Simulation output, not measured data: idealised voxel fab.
process module | voxel wiring stack
cross-section cut | 265 nm wide | cells 5 nm
A cross-section is a grid of square cells, given in bands from the top down. A band is one or more rows of cells.
Each band's line starts with the height of the band's top and of its bottom, in nm. Then come its materials from left to right, each with its width in nm. One material with "throughout" fills the band from edge to edge. "air" is empty space.
Height 0 is the level under which the wafer as received is all one material. The lowest band goes on downwards, as in "0 down".
A width such as "30 to 40" changes by the same amount from each row of cells to the next, from the band's top row to its bottom row.
"no change" after a step means that no cell of the cross-section changed.
closed voids: empty space of 8 cells or more with no open way to the top, each as width x height at its distance from the left edge, in nm
after a step's settings: what the simulator itself notes on the step
overlay nm, on a step with a mask: how far to the right of its planned place the mask lay; to the left if negative
Each pair below shows a cross-section before one step and the cross-section after it, down to the lowest band that changed. The line under each pair gives the step between them, with its settings. The pairs can come from different runs of this module on the same starting wafer, so a pair continues from the pair above only where its "before" says so.
before
  0 down: Si throughout
  closed voids: none
after
  10 to 0: SiO2 throughout
  below 0: unchanged
  closed voids: none
the step between: op CONFORMAL_DEP | material SiO2 | thk nm 10
before: the cross-section after the pair above
after
  15 to 10: SiCN throughout
  below 10: unchanged
  closed voids: none
the step between: op CONFORMAL_DEP | material SiCN | thk nm 5
before: the cross-section after the pair above
after
  35 to 15: lowk throughout
  below 15: unchanged
  closed voids: none
the step between: op DIRECTIONAL_DEP | material lowk | thk nm 20
before: the cross-section after the pair above
after
  50 to 35: aC throughout
  below 35: unchanged
  closed voids: none
the step between: op DIRECTIONAL_DEP | material aC | thk nm 15
before: the cross-section after the pair above
after
  85 to 50: resist 100 | air 20 | resist 25 | air 20 | resist 100
  below 50: unchanged
  closed voids: none
the step between: op PATTERN | tone open | mask id METAL_1 | material resist | width nm 20 | pitch nm 45 | thk nm 35 | overlay nm 0
before: the cross-section after the pair above
after
  70 to 50: resist 100 | air 20 | resist 25 | air 20 | resist 100
  50 to 35: aC 100 | air 20 | aC 25 | air 20 | aC 100
  below 35: unchanged
  closed voids: none
the step between: op DIRECTIONAL_ETCH | etch materials aC | depth nm 15
before: the cross-section after the pair above
after
  50 to 35: aC 100 | air 20 | aC 25 | air 20 | aC 100
  below 35: unchanged
  closed voids: none
the step between: op STRIP | etch materials resist
before: the cross-section after the pair above
after
  50 to 35: aC 100 | air 20 | aC 25 | air 20 | aC 100
  35 to 15: lowk 100 | air 20 | lowk 25 | air 20 | lowk 100
  below 15: unchanged
  closed voids: none
the step between: op DIRECTIONAL_ETCH | etch materials lowk | depth nm 20
before: the cross-section after the pair above
after
  50 to 35: aC 100 | air 20 | aC 25 | air 20 | aC 100
  35 to 15: lowk 100 | air 20 | lowk 25 | air 20 | lowk 100
  15 to 10: SiCN 100 | air 20 | SiCN 25 | air 20 | SiCN 100
  below 10: unchanged
  closed voids: none
the step between: op DIRECTIONAL_ETCH | etch materials SiCN | depth nm 5
before: the cross-section after the pair above
after
  35 to 15: lowk 100 | air 20 | lowk 25 | air 20 | lowk 100
  below 15: unchanged
  closed voids: none
the step between: op STRIP | etch materials aC
before: the cross-section after the pair above
after
  40 to 35: TiN 105 | air 10 | TiN 35 | air 10 | TiN 105
  35 to 15: lowk 100 | TiN 5 | air 10 | TiN 5 | lowk 25 | TiN 5 | air 10 | TiN 5 | lowk 100
  15 to 10: SiCN 100 | TiN 20 | SiCN 25 | TiN 20 | SiCN 100
  below 10: unchanged
  closed voids: none
the step between: op CONFORMAL_DEP | material TiN | thk nm 5
before: the cross-section after the pair above
after
  50 to 40: Cu throughout
  40 to 35: TiN 105 | Cu 10 | TiN 35 | Cu 10 | TiN 105
  35 to 15: lowk 100 | TiN 5 | Cu 10 | TiN 5 | lowk 25 | TiN 5 | Cu 10 | TiN 5 | lowk 100
  below 15: unchanged
  closed voids: none
the step between: op FILL_DEP | material Cu | thk nm 10
before: the cross-section after the pair above
after
  35 to 15: lowk 100 | TiN 5 | Cu 10 | TiN 5 | lowk 25 | TiN 5 | Cu 10 | TiN 5 | lowk 100
  below 15: unchanged
  closed voids: none
the step between: op CMP | height nm 35
before: the cross-section after the pair above
after
  40 to 35: air 95 | Ru 30 | air 15 | Ru 30 | air 95
  below 35: unchanged
  closed voids: none
the step between: op EPI | material Ru | thk nm 5
before: the cross-section after the pair above
after
  45 to 40: SiCN throughout
  40 to 35: SiCN 95 | Ru 30 | SiCN 15 | Ru 30 | SiCN 95
  below 35: unchanged
  closed voids: none
the step between: op FILL_DEP | material SiCN | thk nm 5
before: the cross-section after the pair above
after
  55 to 45: lowk throughout
  below 45: unchanged
  closed voids: none
the step between: op DIRECTIONAL_DEP | material lowk | thk nm 10
before: the cross-section after the pair above
after
  55 to 45: lowk 100 | air 15 | lowk 30 | air 15 | lowk 105
  below 45: unchanged
  closed voids: none
the step between: op MASKED_ETCH | tone open | mask id PLUG_1 | width nm 15 | pitch nm 45 | etch materials lowk | depth nm 10 | overlay nm 0
before: the cross-section after the pair above
after
  55 to 45: lowk 100 | air 15 | lowk 30 | air 15 | lowk 105
  45 to 40: SiCN 100 | air 15 | SiCN 30 | air 15 | SiCN 105
  below 40: unchanged
  closed voids: none
the step between: op MASKED_ETCH | tone open | mask id PLUG_1 | width nm 15 | pitch nm 45 | etch materials SiCN | depth nm 5 | overlay nm 0
before: the cross-section after the pair above
after
  60 to 55: TiN 105 | air 5 | TiN 40 | air 5 | TiN 110
  55 to 45: lowk 100 | TiN 5 | air 5 | TiN 5 | lowk 30 | TiN 5 | air 5 | TiN 5 | lowk 105
  45 to 40: SiCN 100 | TiN 15 | SiCN 30 | TiN 15 | SiCN 105
  below 40: unchanged
  closed voids: none
the step between: op CONFORMAL_DEP | material TiN | thk nm 5
before: the cross-section after the pair above
after
  65 to 60: Cu throughout
  60 to 55: TiN 105 | Cu 5 | TiN 40 | Cu 5 | TiN 110
  55 to 45: lowk 100 | TiN 5 | Cu 5 | TiN 5 | lowk 30 | TiN 5 | Cu 5 | TiN 5 | lowk 105
  below 45: unchanged
  closed voids: none
the step between: op FILL_DEP | material Cu | thk nm 5
before: the cross-section after the pair above
after
  55 to 45: lowk 100 | TiN 5 | Cu 5 | TiN 5 | lowk 30 | TiN 5 | Cu 5 | TiN 5 | lowk 105
  below 45: unchanged
  closed voids: none
the step between: op CMP | height nm 55
before: the cross-section after the pair above
after
  60 to 55: SiCN throughout
  below 55: unchanged
  closed voids: none
the step between: op CONFORMAL_DEP | material SiCN | thk nm 5
before: the cross-section after the pair above
after
  85 to 60: lowk throughout
  below 60: unchanged
  closed voids: none
the step between: op DIRECTIONAL_DEP | material lowk | thk nm 25
before: the cross-section after the pair above
after
  85 to 60: lowk 100 | air 20 | lowk 25 | air 20 | lowk 100
  below 60: unchanged
  closed voids: none
the step between: op MASKED_ETCH | tone open | mask id METAL_2 | width nm 20 | pitch nm 45 | etch materials lowk | depth nm 25 | overlay nm 0
before: the cross-section after the pair above
after
  85 to 60: lowk 100 | air 20 | lowk 25 | air 20 | lowk 100
  60 to 55: SiCN 100 | air 20 | SiCN 25 | air 20 | SiCN 100
  below 55: unchanged
  closed voids: none
the step between: op MASKED_ETCH | tone open | mask id METAL_2 | width nm 20 | pitch nm 45 | etch materials SiCN | depth nm 5 | overlay nm 0
before: the cross-section after the pair above
after
  90 to 85: TiN 105 | air 10 | TiN 35 | air 10 | TiN 105
  85 to 60: lowk 100 | TiN 5 | air 10 | TiN 5 | lowk 25 | TiN 5 | air 10 | TiN 5 | lowk 100
  60 to 55: SiCN 100 | TiN 20 | SiCN 25 | TiN 20 | SiCN 100
  below 55: unchanged
  closed voids: none
the step between: op CONFORMAL_DEP | material TiN | thk nm 5
before: the cross-section after the pair above
after
  100 to 90: Cu throughout
  90 to 85: TiN 105 | Cu 10 | TiN 35 | Cu 10 | TiN 105
  85 to 60: lowk 100 | TiN 5 | Cu 10 | TiN 5 | lowk 25 | TiN 5 | Cu 10 | TiN 5 | lowk 100
  below 60: unchanged
  closed voids: none
the step between: op FILL_DEP | material Cu | thk nm 10
before: the cross-section after the pair above
after
  85 to 60: lowk 100 | TiN 5 | Cu 10 | TiN 5 | lowk 25 | TiN 5 | Cu 10 | TiN 5 | lowk 100
  below 60: unchanged
  closed voids: none
the step between: op CMP | height nm 85
before: the cross-section after the pair above
after
  90 to 85: SiCN throughout
  below 85: unchanged
  closed voids: none
the step between: op CONFORMAL_DEP | material SiCN | thk nm 5
before: the cross-section after the pair above
after
  100 to 90: lowk throughout
  below 90: unchanged
  closed voids: none
the step between: op DIRECTIONAL_DEP | material lowk | thk nm 10
before: the cross-section after the pair above
after
  120 to 100: resist 100 | air 15 | resist 30 | air 15 | resist 105
  below 100: unchanged
  closed voids: none
the step between: op PATTERN | tone open | mask id PLUG_2 | material resist | width nm 15 | pitch nm 45 | thk nm 20 | overlay nm 0
before: the cross-section after the pair above
after
  120 to 100: resist 100 | air 15 | resist 30 | air 15 | resist 105
  100 to 90: lowk 100 | air 15 | lowk 30 | air 15 | lowk 105
  below 90: unchanged
  closed voids: none
the step between: op DIRECTIONAL_ETCH | etch materials lowk | depth nm 10
before: the cross-section after the pair above
after
  120 to 100: resist 100 | air 15 | resist 30 | air 15 | resist 105
  100 to 90: lowk 100 | air 15 | lowk 30 | air 15 | lowk 105
  90 to 85: SiCN 100 | air 15 | SiCN 30 | air 15 | SiCN 105
  below 85: unchanged
  closed voids: none
the step between: op DIRECTIONAL_ETCH | etch materials SiCN | depth nm 5
before: the cross-section after the pair above
after
  100 to 90: lowk 100 | air 15 | lowk 30 | air 15 | lowk 105
  below 90: unchanged
  closed voids: none
the step between: op STRIP | etch materials resist
before: the cross-section after the pair above
after
  105 to 100: TiN 105 | air 5 | TiN 40 | air 5 | TiN 110
  100 to 90: lowk 100 | TiN 5 | air 5 | TiN 5 | lowk 30 | TiN 5 | air 5 | TiN 5 | lowk 105
  90 to 85: SiCN 100 | TiN 15 | SiCN 30 | TiN 15 | SiCN 105
  below 85: unchanged
  closed voids: none
the step between: op CONFORMAL_DEP | material TiN | thk nm 5
before: the cross-section after the pair above
after
  115 to 105: W throughout
  105 to 100: TiN 105 | W 5 | TiN 40 | W 5 | TiN 110
  100 to 90: lowk 100 | TiN 5 | W 5 | TiN 5 | lowk 30 | TiN 5 | W 5 | TiN 5 | lowk 105
  below 90: unchanged
  closed voids: none
the step between: op FILL_DEP | material W | thk nm 10
before: the cross-section after the pair above
after
  100 to 90: lowk 100 | TiN 5 | W 5 | TiN 5 | lowk 30 | TiN 5 | W 5 | TiN 5 | lowk 105
  below 90: unchanged
  closed voids: none
the step between: op CMP | height nm 100
before: the cross-section after the pair above
after
  105 to 100: TiN throughout
  below 100: unchanged
  closed voids: none
the step between: op DIRECTIONAL_DEP | material TiN | thk nm 5
before: the cross-section after the pair above
after
  125 to 105: Ru throughout
  below 105: unchanged
  closed voids: none
the step between: op DIRECTIONAL_DEP | material Ru | thk nm 20
before: the cross-section after the pair above
after
  125 to 105: air 100 | Ru 20 | air 25 | Ru 20 | air 100
  below 105: unchanged
  closed voids: none
the step between: op MASKED_ETCH | tone cover | mask id METAL_3 | width nm 20 | pitch nm 45 | etch materials Ru | depth nm 20 | overlay nm 0
before: the cross-section after the pair above
after
  125 to 105: air 100 | Ru 20 | air 25 | Ru 20 | air 100
  105 to 100: air 100 | TiN 20 | air 25 | TiN 20 | air 100
  below 100: unchanged
  closed voids: none
the step between: op MASKED_ETCH | tone cover | mask id METAL_3 | width nm 20 | pitch nm 45 | etch materials TiN | depth nm 5 | overlay nm 0
before: the cross-section after the pair above
after
  130 to 125: air 95 | SiN 30 | air 15 | SiN 30 | air 95
  125 to 105: air 95 | SiN 5 | Ru 20 | SiN 5 | air 15 | SiN 5 | Ru 20 | SiN 5 | air 95
  105 to 100: SiN 100 | TiN 20 | SiN 25 | TiN 20 | SiN 100
  below 100: unchanged
  closed voids: none
the step between: op CONFORMAL_DEP | material SiN | thk nm 5
before: the cross-section after the pair above
after
  135 to 130: lowk throughout
  130 to 125: lowk 95 | SiN 30 | lowk 15 | SiN 30 | lowk 95
  125 to 105: lowk 95 | SiN 5 | Ru 20 | SiN 5 | lowk 15 | SiN 5 | Ru 20 | SiN 5 | lowk 95
  below 105: unchanged
  closed voids: none
the step between: op FILL_DEP | material lowk | thk nm 5
before: the cross-section after the pair above
after
  125 to 105: lowk 95 | SiN 5 | Ru 20 | SiN 5 | lowk 15 | SiN 5 | Ru 20 | SiN 5 | lowk 95
  below 105: unchanged
  closed voids: none
the step between: op CMP | height nm 125
before: the cross-section after the pair above
after
  130 to 125: SiCN throughout
  below 125: unchanged
  closed voids: none
the step between: op CONFORMAL_DEP | material SiCN | thk nm 5
before: the cross-section after the pair above
after
  150 to 130: lowk throughout
  below 130: unchanged
  closed voids: none
the step between: op DIRECTIONAL_DEP | material lowk | thk nm 20
before: the cross-section after the pair above
after
  165 to 150: aC throughout
  below 150: unchanged
  closed voids: none
the step between: op DIRECTIONAL_DEP | material aC | thk nm 15
before: the cross-section after the pair above
after
  195 to 165: resist 100 | air 15 | resist 150
  below 165: unchanged
  closed voids: none
the step between: op PATTERN | tone open | mask id PLUG_3 | material resist | width nm 15 | thk nm 30 | overlay nm 0
before: the cross-section after the pair above
after
  180 to 165: resist 100 | air 15 | resist 150
  165 to 150: aC 100 | air 15 | aC 150
  below 150: unchanged
  closed voids: none
the step between: op DIRECTIONAL_ETCH | etch materials aC | depth nm 15
before: the cross-section after the pair above
after
  165 to 150: aC 100 | air 15 | aC 150
  below 150: unchanged
  closed voids: none
the step between: op STRIP | etch materials resist
before: the cross-section after the pair above
after
  165 to 150: aC 100 | air 15 | aC 150
  150 to 130: lowk 100 | air 15 | lowk 150
  below 130: unchanged
  closed voids: none
the step between: op DIRECTIONAL_ETCH | etch materials lowk | depth nm 20
before: the cross-section after the pair above
after
  165 to 150: aC 100 | air 15 | aC 150
  150 to 130: lowk 100 | air 15 | lowk 150
  130 to 125: SiCN 100 | air 15 | SiCN 150
  below 125: unchanged
  closed voids: none
the step between: op DIRECTIONAL_ETCH | etch materials SiCN | depth nm 5
before: the cross-section after the pair above
after
  150 to 130: lowk 100 | air 15 | lowk 150
  below 130: unchanged
  closed voids: none
the step between: op STRIP | etch materials aC
before: the cross-section after the pair above
after
  155 to 150: TiN 105 | air 5 | TiN 155
  150 to 130: lowk 100 | TiN 5 | air 5 | TiN 5 | lowk 150
  130 to 125: SiCN 100 | TiN 15 | SiCN 150
  below 125: unchanged
  closed voids: none
the step between: op CONFORMAL_DEP | material TiN | thk nm 5
before: the cross-section after the pair above
after
  165 to 155: W throughout
  155 to 150: TiN 105 | W 5 | TiN 155
  150 to 130: lowk 100 | TiN 5 | W 5 | TiN 5 | lowk 150
  below 130: unchanged
  closed voids: none
the step between: op FILL_DEP | material W | thk nm 10
before: the cross-section after the pair above
after
  150 to 130: lowk 100 | TiN 5 | W 5 | TiN 5 | lowk 150
  below 130: unchanged
  closed voids: none
the step between: op CMP | height nm 150
before: the cross-section after the pair above
after
  155 to 150: SiN throughout
  below 150: unchanged
  closed voids: none
the step between: op CONFORMAL_DEP | material SiN | thk nm 5
before: the cross-section after the pair above
after
  170 to 155: lowk throughout
  below 155: unchanged
  closed voids: none
the step between: op DIRECTIONAL_DEP | material lowk | thk nm 15
before: the cross-section after the pair above
after
  185 to 170: resist 100 | air 20 | resist 25 | air 20 | resist 100
  below 170: unchanged
  closed voids: none
the step between: op PATTERN | tone open | mask id METAL_4 | material resist | width nm 20 | pitch nm 45 | thk nm 15 | overlay nm 0
before: the cross-section after the pair above
after
  185 to 170: resist 100 | air 20 | resist 25 | air 20 | resist 100
  170 to 155: lowk 100 | air 20 | lowk 25 | air 20 | lowk 100
  below 155: unchanged
  closed voids: none
the step between: op DIRECTIONAL_ETCH | etch materials lowk | depth nm 15
before: the cross-section after the pair above
after
  185 to 170: resist 100 | air 20 | resist 25 | air 20 | resist 100
  170 to 155: lowk 100 | air 20 | lowk 25 | air 20 | lowk 100
  155 to 150: SiN 100 | air 20 | SiN 25 | air 20 | SiN 100
  below 150: unchanged
  closed voids: none
the step between: op DIRECTIONAL_ETCH | etch materials SiN | depth nm 5
before: the cross-section after the pair above
after
  170 to 155: lowk 100 | air 20 | lowk 25 | air 20 | lowk 100
  below 155: unchanged
  closed voids: none
the step between: op STRIP | etch materials resist
before: the cross-section after the pair above
after
  175 to 170: TiN 105 | air 10 | TiN 35 | air 10 | TiN 105
  170 to 155: lowk 100 | TiN 5 | air 10 | TiN 5 | lowk 25 | TiN 5 | air 10 | TiN 5 | lowk 100
  155 to 150: SiN 100 | TiN 20 | SiN 25 | TiN 20 | SiN 100
  below 150: unchanged
  closed voids: none
the step between: op CONFORMAL_DEP | material TiN | thk nm 5
before: the cross-section after the pair above
after
  185 to 175: Cu throughout
  175 to 170: TiN 105 | Cu 10 | TiN 35 | Cu 10 | TiN 105
  170 to 155: lowk 100 | TiN 5 | Cu 10 | TiN 5 | lowk 25 | TiN 5 | Cu 10 | TiN 5 | lowk 100
  below 155: unchanged
  closed voids: none
the step between: op FILL_DEP | material Cu | thk nm 10
before: the cross-section after the pair above
after
  170 to 155: lowk 100 | TiN 5 | Cu 10 | TiN 5 | lowk 25 | TiN 5 | Cu 10 | TiN 5 | lowk 100
  below 155: unchanged
  closed voids: none
the step between: op CMP | height nm 170
before: the cross-section after the pair above
after
  175 to 170: SiCN throughout
  below 170: unchanged
  closed voids: none
the step between: op CONFORMAL_DEP | material SiCN | thk nm 5
before
  50 to 40: Cu throughout
  40 to 35: TiN 105 | Cu 10 | TiN 35 | Cu 10 | TiN 105
  35 to 15: lowk 100 | TiN 5 | Cu 10 | TiN 5 | lowk 25 | TiN 5 | Cu 10 | TiN 5 | lowk 100
  15 to 10: SiCN 100 | TiN 20 | SiCN 25 | TiN 20 | SiCN 100
  10 to 0: SiO2 throughout
  0 down: Si throughout
  closed voids: none
after
  55 to 50: Ru throughout
  below 50: unchanged
  closed voids: none
the step between: op EPI | material Ru | thk nm 5
before: the cross-section after the pair above
after
  60 to 55: SiCN throughout
  below 55: unchanged
  closed voids: none
the step between: op FILL_DEP | material SiCN | thk nm 5
before: the cross-section after the pair above
after
  70 to 60: lowk throughout
  below 60: unchanged
  closed voids: none
the step between: op DIRECTIONAL_DEP | material lowk | thk nm 10
before: the cross-section after the pair above
after
  70 to 60: lowk 100 | air 15 | lowk 30 | air 15 | lowk 105
  below 60: unchanged
  closed voids: none
the step between: op MASKED_ETCH | tone open | mask id PLUG_1 | width nm 15 | pitch nm 45 | etch materials lowk | depth nm 10 | overlay nm 0
before: the cross-section after the pair above
after
  70 to 60: lowk 100 | air 15 | lowk 30 | air 15 | lowk 105
  60 to 55: SiCN 100 | air 15 | SiCN 30 | air 15 | SiCN 105
  below 55: unchanged
  closed voids: none
the step between: op MASKED_ETCH | tone open | mask id PLUG_1 | width nm 15 | pitch nm 45 | etch materials SiCN | depth nm 5 | overlay nm 0
before: the cross-section after the pair above
after
  75 to 70: TiN 105 | air 5 | TiN 40 | air 5 | TiN 110
  70 to 60: lowk 100 | TiN 5 | air 5 | TiN 5 | lowk 30 | TiN 5 | air 5 | TiN 5 | lowk 105
  60 to 55: SiCN 100 | TiN 15 | SiCN 30 | TiN 15 | SiCN 105
  below 55: unchanged
  closed voids: none
the step between: op CONFORMAL_DEP | material TiN | thk nm 5
before: the cross-section after the pair above
after
  80 to 75: Cu throughout
  75 to 70: TiN 105 | Cu 5 | TiN 40 | Cu 5 | TiN 110
  70 to 60: lowk 100 | TiN 5 | Cu 5 | TiN 5 | lowk 30 | TiN 5 | Cu 5 | TiN 5 | lowk 105
  below 60: unchanged
  closed voids: none
the step between: op FILL_DEP | material Cu | thk nm 5
before: the cross-section after the pair above
after
  55 to 50: Ru throughout
  below 50: unchanged
  closed voids: none
the step between: op CMP | height nm 55
before: the cross-section after the pair above
after
  60 to 55: SiCN throughout
  below 55: unchanged
  closed voids: none
the step between: op CONFORMAL_DEP | material SiCN | thk nm 5
before: the cross-section after the pair above
after
  85 to 60: lowk throughout
  below 60: unchanged
  closed voids: none
the step between: op DIRECTIONAL_DEP | material lowk | thk nm 25
before: the cross-section after the pair above
after
  85 to 60: lowk 100 | air 20 | lowk 25 | air 20 | lowk 100
  below 60: unchanged
  closed voids: none
the step between: op MASKED_ETCH | tone open | mask id METAL_2 | width nm 20 | pitch nm 45 | etch materials lowk | depth nm 25 | overlay nm 0
before: the cross-section after the pair above
after
  85 to 60: lowk 100 | air 20 | lowk 25 | air 20 | lowk 100
  60 to 55: SiCN 100 | air 20 | SiCN 25 | air 20 | SiCN 100
  below 55: unchanged
  closed voids: none
the step between: op MASKED_ETCH | tone open | mask id METAL_2 | width nm 20 | pitch nm 45 | etch materials SiCN | depth nm 5 | overlay nm 0
before: the cross-section after the pair above
after
  90 to 85: TiN 105 | air 10 | TiN 35 | air 10 | TiN 105
  85 to 60: lowk 100 | TiN 5 | air 10 | TiN 5 | lowk 25 | TiN 5 | air 10 | TiN 5 | lowk 100
  60 to 55: SiCN 100 | TiN 20 | SiCN 25 | TiN 20 | SiCN 100
  below 55: unchanged
  closed voids: none
the step between: op CONFORMAL_DEP | material TiN | thk nm 5
before: the cross-section after the pair above
after
  100 to 90: Cu throughout
  90 to 85: TiN 105 | Cu 10 | TiN 35 | Cu 10 | TiN 105
  85 to 60: lowk 100 | TiN 5 | Cu 10 | TiN 5 | lowk 25 | TiN 5 | Cu 10 | TiN 5 | lowk 100
  below 60: unchanged
  closed voids: none
the step between: op FILL_DEP | material Cu | thk nm 10
before: the cross-section after the pair above
after
  85 to 60: lowk 100 | TiN 5 | Cu 10 | TiN 5 | lowk 25 | TiN 5 | Cu 10 | TiN 5 | lowk 100
  below 60: unchanged
  closed voids: none
the step between: op CMP | height nm 85
before: the cross-section after the pair above
after
  90 to 85: SiCN throughout
  below 85: unchanged
  closed voids: none
the step between: op CONFORMAL_DEP | material SiCN | thk nm 5
before: the cross-section after the pair above
after
  100 to 90: lowk throughout
  below 90: unchanged
  closed voids: none
the step between: op DIRECTIONAL_DEP | material lowk | thk nm 10
before: the cross-section after the pair above
after
  120 to 100: resist 100 | air 15 | resist 30 | air 15 | resist 105
  below 100: unchanged
  closed voids: none
the step between: op PATTERN | tone open | mask id PLUG_2 | material resist | width nm 15 | pitch nm 45 | thk nm 20 | overlay nm 0
before: the cross-section after the pair above
after
  120 to 100: resist 100 | air 15 | resist 30 | air 15 | resist 105
  100 to 90: lowk 100 | air 15 | lowk 30 | air 15 | lowk 105
  below 90: unchanged
  closed voids: none
the step between: op DIRECTIONAL_ETCH | etch materials lowk | depth nm 10
before: the cross-section after the pair above
after
  120 to 100: resist 100 | air 15 | resist 30 | air 15 | resist 105
  100 to 90: lowk 100 | air 15 | lowk 30 | air 15 | lowk 105
  90 to 85: SiCN 100 | air 15 | SiCN 30 | air 15 | SiCN 105
  below 85: unchanged
  closed voids: none
the step between: op DIRECTIONAL_ETCH | etch materials SiCN | depth nm 5
before: the cross-section after the pair above
after
  100 to 90: lowk 100 | air 15 | lowk 30 | air 15 | lowk 105
  below 90: unchanged
  closed voids: none
the step between: op STRIP | etch materials resist
before: the cross-section after the pair above
after
  105 to 100: TiN 105 | air 5 | TiN 40 | air 5 | TiN 110
  100 to 90: lowk 100 | TiN 5 | air 5 | TiN 5 | lowk 30 | TiN 5 | air 5 | TiN 5 | lowk 105
  90 to 85: SiCN 100 | TiN 15 | SiCN 30 | TiN 15 | SiCN 105
  below 85: unchanged
  closed voids: none
the step between: op CONFORMAL_DEP | material TiN | thk nm 5
before: the cross-section after the pair above
after
  115 to 105: W throughout
  105 to 100: TiN 105 | W 5 | TiN 40 | W 5 | TiN 110
  100 to 90: lowk 100 | TiN 5 | W 5 | TiN 5 | lowk 30 | TiN 5 | W 5 | TiN 5 | lowk 105
  below 90: unchanged
  closed voids: none
the step between: op FILL_DEP | material W | thk nm 10
before: the cross-section after the pair above
after
  100 to 90: lowk 100 | TiN 5 | W 5 | TiN 5 | lowk 30 | TiN 5 | W 5 | TiN 5 | lowk 105
  below 90: unchanged
  closed voids: none
the step between: op CMP | height nm 100
before: the cross-section after the pair above
after
  105 to 100: TiN throughout
  below 100: unchanged
  closed voids: none
the step between: op DIRECTIONAL_DEP | material TiN | thk nm 5
before: the cross-section after the pair above
after
  125 to 105: Ru throughout
  below 105: unchanged
  closed voids: none
the step between: op DIRECTIONAL_DEP | material Ru | thk nm 20
before: the cross-section after the pair above
after
  125 to 105: air 100 | Ru 20 | air 25 | Ru 20 | air 100
  below 105: unchanged
  closed voids: none
the step between: op MASKED_ETCH | tone cover | mask id METAL_3 | width nm 20 | pitch nm 45 | etch materials Ru | depth nm 20 | overlay nm 0
before: the cross-section after the pair above
after
  125 to 105: air 100 | Ru 20 | air 25 | Ru 20 | air 100
  105 to 100: air 100 | TiN 20 | air 25 | TiN 20 | air 100
  below 100: unchanged
  closed voids: none
the step between: op MASKED_ETCH | tone cover | mask id METAL_3 | width nm 20 | pitch nm 45 | etch materials TiN | depth nm 5 | overlay nm 0
before: the cross-section after the pair above
after
  130 to 125: air 95 | SiN 30 | air 15 | SiN 30 | air 95
  125 to 105: air 95 | SiN 5 | Ru 20 | SiN 5 | air 15 | SiN 5 | Ru 20 | SiN 5 | air 95
  105 to 100: SiN 100 | TiN 20 | SiN 25 | TiN 20 | SiN 100
  below 100: unchanged
  closed voids: none
the step between: op CONFORMAL_DEP | material SiN | thk nm 5
before: the cross-section after the pair above
after
  135 to 130: lowk throughout
  130 to 125: lowk 95 | SiN 30 | lowk 15 | SiN 30 | lowk 95
  125 to 105: lowk 95 | SiN 5 | Ru 20 | SiN 5 | lowk 15 | SiN 5 | Ru 20 | SiN 5 | lowk 95
  below 105: unchanged
  closed voids: none
the step between: op FILL_DEP | material lowk | thk nm 5
before: the cross-section after the pair above
after
  125 to 105: lowk 95 | SiN 5 | Ru 20 | SiN 5 | lowk 15 | SiN 5 | Ru 20 | SiN 5 | lowk 95
  below 105: unchanged
  closed voids: none
the step between: op CMP | height nm 125
before: the cross-section after the pair above
after
  130 to 125: SiCN throughout
  below 125: unchanged
  closed voids: none
the step between: op CONFORMAL_DEP | material SiCN | thk nm 5
before: the cross-section after the pair above
after
  150 to 130: lowk throughout
  below 130: unchanged
  closed voids: none
the step between: op DIRECTIONAL_DEP | material lowk | thk nm 20
before: the cross-section after the pair above
after
  165 to 150: aC throughout
  below 150: unchanged
  closed voids: none
the step between: op DIRECTIONAL_DEP | material aC | thk nm 15
before: the cross-section after the pair above
after
  195 to 165: resist 100 | air 15 | resist 150
  below 165: unchanged
  closed voids: none
the step between: op PATTERN | tone open | mask id PLUG_3 | material resist | width nm 15 | thk nm 30 | overlay nm 0
before: the cross-section after the pair above
after
  180 to 165: resist 100 | air 15 | resist 150
  165 to 150: aC 100 | air 15 | aC 150
  below 150: unchanged
  closed voids: none
the step between: op DIRECTIONAL_ETCH | etch materials aC | depth nm 15
before: the cross-section after the pair above
after
  165 to 150: aC 100 | air 15 | aC 150
  below 150: unchanged
  closed voids: none
the step between: op STRIP | etch materials resist
before: the cross-section after the pair above
after
  165 to 150: aC 100 | air 15 | aC 150
  150 to 130: lowk 100 | air 15 | lowk 150
  below 130: unchanged
  closed voids: none
the step between: op DIRECTIONAL_ETCH | etch materials lowk | depth nm 20
before: the cross-section after the pair above
after
  165 to 150: aC 100 | air 15 | aC 150
  150 to 130: lowk 100 | air 15 | lowk 150
  130 to 125: SiCN 100 | air 15 | SiCN 150
  below 125: unchanged
  closed voids: none
the step between: op DIRECTIONAL_ETCH | etch materials SiCN | depth nm 5
before: the cross-section after the pair above
after
  150 to 130: lowk 100 | air 15 | lowk 150
  below 130: unchanged
  closed voids: none
the step between: op STRIP | etch materials aC
before: the cross-section after the pair above
after
  155 to 150: TiN 105 | air 5 | TiN 155
  150 to 130: lowk 100 | TiN 5 | air 5 | TiN 5 | lowk 150
  130 to 125: SiCN 100 | TiN 15 | SiCN 150
  below 125: unchanged
  closed voids: none
the step between: op CONFORMAL_DEP | material TiN | thk nm 5
before: the cross-section after the pair above
after
  165 to 155: W throughout
  155 to 150: TiN 105 | W 5 | TiN 155
  150 to 130: lowk 100 | TiN 5 | W 5 | TiN 5 | lowk 150
  below 130: unchanged
  closed voids: none
the step between: op FILL_DEP | material W | thk nm 10
before: the cross-section after the pair above
after
  150 to 130: lowk 100 | TiN 5 | W 5 | TiN 5 | lowk 150
  below 130: unchanged
  closed voids: none
the step between: op CMP | height nm 150
before: the cross-section after the pair above
after
  155 to 150: SiN throughout
  below 150: unchanged
  closed voids: none
the step between: op CONFORMAL_DEP | material SiN | thk nm 5
before: the cross-section after the pair above
after
  170 to 155: lowk throughout
  below 155: unchanged
  closed voids: none
the step between: op DIRECTIONAL_DEP | material lowk | thk nm 15
before: the cross-section after the pair above
after
  185 to 170: resist 100 | air 20 | resist 25 | air 20 | resist 100
  below 170: unchanged
  closed voids: none
the step between: op PATTERN | tone open | mask id METAL_4 | material resist | width nm 20 | pitch nm 45 | thk nm 15 | overlay nm 0
before: the cross-section after the pair above
after
  185 to 170: resist 100 | air 20 | resist 25 | air 20 | resist 100
  170 to 155: lowk 100 | air 20 | lowk 25 | air 20 | lowk 100
  below 155: unchanged
  closed voids: none
the step between: op DIRECTIONAL_ETCH | etch materials lowk | depth nm 15
before: the cross-section after the pair above
after
  185 to 170: resist 100 | air 20 | resist 25 | air 20 | resist 100
  170 to 155: lowk 100 | air 20 | lowk 25 | air 20 | lowk 100
  155 to 150: SiN 100 | air 20 | SiN 25 | air 20 | SiN 100
  below 150: unchanged
  closed voids: none
the step between: op DIRECTIONAL_ETCH | etch materials SiN | depth nm 5
before: the cross-section after the pair above
after
  170 to 155: lowk 100 | air 20 | lowk 25 | air 20 | lowk 100
  below 155: unchanged
  closed voids: none
the step between: op STRIP | etch materials resist
before: the cross-section after the pair above
after
  175 to 170: TiN 105 | air 10 | TiN 35 | air 10 | TiN 105
  170 to 155: lowk 100 | TiN 5 | air 10 | TiN 5 | lowk 25 | TiN 5 | air 10 | TiN 5 | lowk 100
  155 to 150: SiN 100 | TiN 20 | SiN 25 | TiN 20 | SiN 100
  below 150: unchanged
  closed voids: none
the step between: op CONFORMAL_DEP | material TiN | thk nm 5
